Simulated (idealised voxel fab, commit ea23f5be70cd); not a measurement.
This section sets out a process module, namely voxel self aligned contacts.
Each square cell in cross-section cut measures 5 nm, and the section as a whole is 185 nm wide.
In what follows, cross-sections appear as grids of square cells, described through bands that run from the top down, where every band is one or more rows of cells. First you get the band's top height and its bottom height, in nm, and then the materials it's made of, left to right, with each width in nm. If you see a single material with "throughout", that one covers the band edge to edge. "blank" is empty space. A quick word on heights: they are counted from 0, and under that level the wafer as it came to us is one material throughout. The lowest band is different from the rest in having no bottom; it simply continues downward, written as in "0..down". The expression "30->40" gives the width at the extremes of the band, the first number at its top row of cells and the second at its bottom row, with the width changing by equal amounts from each row to the next in between. "identical to before" means the step left every cell of the cross-section as it was. Look at "Encapsulated voids" for the closed voids: empty spaces with no open path to the top, sized 8 cells or up. Each is width x height at distance, distance from the left edge, all nm. Formally, on a step line, whatever follows the settings is a remark that the simulator itself makes on the step. A step line may carry the setting "overlay nm", which, for steps involving a mask, states the distance by which the mask lay to the right of its intended position; negative values denote displacement to the left.
LIST OF PLANNED PROCESS STEPS
step 1: RECEIVE: material Si
step 2: CONFORMAL_DEP: material SiO2, thk nm 5
step 3: DIRECTIONAL_DEP: material polySi, thk nm 20
step 4: DIRECTIONAL_DEP: material SiN, thk nm 15
step 5: DIRECTIONAL_DEP: material aC, thk nm 10
step 6: PATTERN: tone cover, mask id GATE, material resist, width nm 30, pitch nm 65, thk nm 30, overlay nm 0
step 7: DIRECTIONAL_ETCH: etch materials aC, depth nm 10
step 8: STRIP: etch materials resist
step 9: DIRECTIONAL_ETCH: etch materials SiN, depth nm 15
step 10: DIRECTIONAL_ETCH: etch materials polySi, depth nm 20
step 11: STRIP: etch materials aC
step 12: CONFORMAL_DEP: material SiN, thk nm 5
step 13: DIRECTIONAL_ETCH: etch materials SiN, depth nm 5
step 14: FILL_DEP: material SiO2, thk nm 15
step 15: CMP: height nm 45
step 16: DIRECTIONAL_DEP: material aC, thk nm 15
step 17: PATTERN: tone open, mask id CONTACT, material resist, width nm 45, thk nm 30, overlay nm 0
step 18: DIRECTIONAL_ETCH: etch materials aC, depth nm 15
step 19: STRIP: etch materials resist
step 20: DIRECTIONAL_ETCH: etch materials SiO2, depth nm 45
step 21: STRIP: etch materials aC
step 22: CONFORMAL_DEP: material TiN, thk nm 5
step 23: FILL_DEP: material W, thk nm 10
step 24: CMP: height nm 45
step 25: CONFORMAL_DEP: material SiCN, thk nm 5
INCOMING WAFER IN CROSS-SECTION (STATE: AFTER STEP 1)
- 0..down = Si throughout
- Encapsulated voids: none
THIS IS HOW THE WAFER LOOKS IN CROSS-SECTION ONCE THE MODULE IS DONE, GIVEN THE STARTING STATE AND PLAN ABOVE AND ONE MISTAKE IN CARRYING THE PLAN OUT
- 50..45 = SiCN throughout
- 45..40 = W throughout
- 40..35 = TiN (85)  W (15)  TiN (85)
- 35..25 = SiO2 (40)  SiN (40)  TiN (5)  W (15)  TiN (5)  SiN (40)  SiO2 (40)
- 25..5 = SiO2 (40)  SiN (5)  polySi (30)  SiN (5)  TiN (5)  W (15)  TiN (5)  SiN (5)  polySi (30)  SiN (5)  SiO2 (40)
- 5..0 = SiO2 (80)  TiN (25)  SiO2 (80)
- 0..down = Si throughout
- Encapsulated voids: none
Deviation noted in wafer processing: step 15 did not happen as planned, as run it was CMP: height nm 35
